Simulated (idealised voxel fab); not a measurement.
process module | voxel fin reveal
Cross-section cut: width 200 nm, square cells of 5 nm.
A cross-section is a grid of square cells, given in bands from the top down. A band is one or more rows of cells.
For a band, the entry starts with two heights in nm, that of the top and then that of the bottom, and carries on with the band's materials in order from left to right, each alongside its width in nm; the word "all across" beside a single material means it fills the band edge to edge, and "empty" means empty space.
Basically, 0 is our baseline, since under it the wafer straight out of the box is all one material. The bottom band has no lower end and keeps on going down, so it looks like "top 0, no bottom".
It should be noted that a width expressed as "30->40" varies in equal increments from row to row of cells within the band, taking the value of the first number at the top row and that of the second number at the bottom row.
"changes: none" after a step means that no cell of the cross-section changed.
Empty spaces counting at least 8 cells and having no open way to the top are listed in "Fully closed voids". The notation width x height at distance is used for each, the distance being from the left edge and all three values in nm.
Past the settings on a step's line: simulator remark, on that step.
"overlay nm", when on a step's line for a step with a mask, measures how far to the right of its planned place the mask lay; a negative measure means to the left.
So here's the lineup of process steps we planned:
- 1: RECEIVE (material Si)
- 2: CONFORMAL_DEP (material SiN; thk nm 10)
- 3: MASKED_ETCH (tone cover; mask id FINS; width nm 15; pitch nm 45; etch materials SiN; depth nm 10; overlay nm 0)
- 4: MASKED_ETCH (tone cover; mask id FINS; width nm 15; pitch nm 45; etch materials Si; depth nm 40; overlay nm 0)
- 5: OXIDIZE (depth nm 5)
- 6: FILL_DEP (material SiO2; thk nm 10)
- 7: CMP (height nm 10)
- 8: SELECTIVE_ETCH (etch materials SiO2; depth nm 40)
- 9: STRIP (etch materials SiN)
First wafer out of two, processed as planned:
This is the cross-section of the wafer as we received it, i.e. after step 1:
- top 0, no bottom = Si all across
- Fully closed voids: none
How the wafer stands in section after step 2:
- top 10, bottom 0 = SiN all across
- Heights below 0 show no change.
How the wafer stands in section after step 3:
- top 10, bottom 0 = empty: 70 / SiN: 15 / empty: 30 / SiN: 15 / empty: 70
- Heights below 0 show no change.
How the wafer stands in section after step 4:
- top 10, bottom 0 = empty: 70 / SiN: 15 / empty: 30 / SiN: 15 / empty: 70
- top 0, bottom -40 = empty: 70 / Si: 15 / empty: 30 / Si: 15 / empty: 70
- Heights below -40 show no change.
How the wafer stands in section after step 5:
- top 10, bottom 0 = empty: 70 / SiN: 15 / empty: 30 / SiN: 15 / empty: 70
- top 0, bottom -40 = empty: 70 / SiO2: 5 / Si: 5 / SiO2: 5 / empty: 30 / SiO2: 5 / Si: 5 / SiO2: 5 / empty: 70
- top -40, bottom -45 = SiO2: 75 / Si: 5 / SiO2: 40 / Si: 5 / SiO2: 75
- Heights below -45 show no change.
How the wafer stands in section after step 6:
- top 20, bottom 10 = SiO2 all across
- top 10, bottom 0 = SiO2: 70 / SiN: 15 / SiO2: 30 / SiN: 15 / SiO2: 70
- top 0, bottom -45 = SiO2: 75 / Si: 5 / SiO2: 40 / Si: 5 / SiO2: 75
- Heights below -45 show no change.
How the wafer stands in section after step 7:
- top 10, bottom 0 = SiO2: 70 / SiN: 15 / SiO2: 30 / SiN: 15 / SiO2: 70
- Heights below 0 show no change.
How the wafer stands in section after step 8:
- top 10, bottom 0 = empty: 70 / SiN: 15 / empty: 30 / SiN: 15 / empty: 70
- top 0, bottom -30 = empty: 75 / Si: 5 / empty: 40 / Si: 5 / empty: 75
- Heights below -30 show no change.
How the wafer stands in section after step 9:
- top 0, bottom -30 = empty: 75 / Si: 5 / empty: 40 / Si: 5 / empty: 75
- Heights below -30 show no change.
Here the second wafer is described. Its start and its plan were those of the first wafer. Its run contained one mistake. Up to and including step 8, it did exactly what the first wafer did:
What the second wafer looks like in cross-section when step 9 should have wrapped up: changes: none
Deviation noted in wafer processing: step 9 from the plan never happened, it was just skipped
In the final state, the cell counts of the second wafer exceed or fall short of those of the first for the following materials: 12 more of SiN
